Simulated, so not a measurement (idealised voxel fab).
process module | voxel self aligned contacts
cross-section cut | 285 nm wide | cells 5 nm
A cross-section is a grid of square cells, given in bands from the top down. A band is one or more rows of cells.
Each band's line starts with the height of the band's top and of its bottom, in nm. Then come its materials from left to right, each with its width in nm. One material with "throughout" fills the band from edge to edge. "air" is empty space.
Height 0 is the level under which the wafer as received is all one material. The lowest band goes on downwards, as in "0 down".
A width such as "30 to 40" changes by the same amount from each row of cells to the next, from the band's top row to its bottom row.
"no change" after a step means that no cell of the cross-section changed.
closed voids: empty space of 8 cells or more with no open way to the top, each as width x height at its distance from the left edge, in nm
after a step's settings: what the simulator itself notes on the step
overlay nm, on a step with a mask: how far to the right of its planned place the mask lay; to the left if negative
plan
1 op RECEIVE | material Si
2 op OXIDIZE | depth nm 5
3 op DIRECTIONAL_DEP | material polySi | thk nm 20
4 op DIRECTIONAL_DEP | material SiN | thk nm 20
5 op MASKED_ETCH | tone cover | mask id GATE | width nm 35 | pitch nm 80 | etch materials SiN | depth nm 20 | overlay nm 0
6 op MASKED_ETCH | tone cover | mask id GATE | width nm 35 | pitch nm 80 | etch materials polySi | depth nm 20 | overlay nm 0
7 op CONFORMAL_DEP | material SiN | thk nm 10
8 op DIRECTIONAL_ETCH | etch materials SiN | depth nm 10
9 op FILL_DEP | material SiO2 | thk nm 15
10 op CMP | height nm 45
11 op PATTERN | tone open | mask id CONTACT | material resist | width nm 65 | thk nm 20 | overlay nm 0
12 op DIRECTIONAL_ETCH | etch materials SiO2 | depth nm 50
13 op STRIP | etch materials resist
14 op CONFORMAL_DEP | material TiN | thk nm 5
15 op FILL_DEP | material Ru | thk nm 10
16 op CMP | height nm 45
17 op CONFORMAL_DEP | material SiCN | thk nm 5
as received, after step 1
  0 down: Si throughout
  closed voids: none
a wafer at the end: this start, this plan, one mistake
  50 to 45: SiCN throughout
  45 to 40: SiO2 110 | TiN 25 | Ru 15 | TiN 25 | SiO2 110
  40 to 20: SiO2 75 | SiN 55 | TiN 5 | Ru 15 | TiN 5 | SiN 55 | SiO2 75
  20 to 15: SiO2 130 | TiN 25 | SiO2 130
  15 to 0: polySi throughout
  0 down: Si throughout
  closed voids: none
what went wrong: steps 2 and 3 were swapped
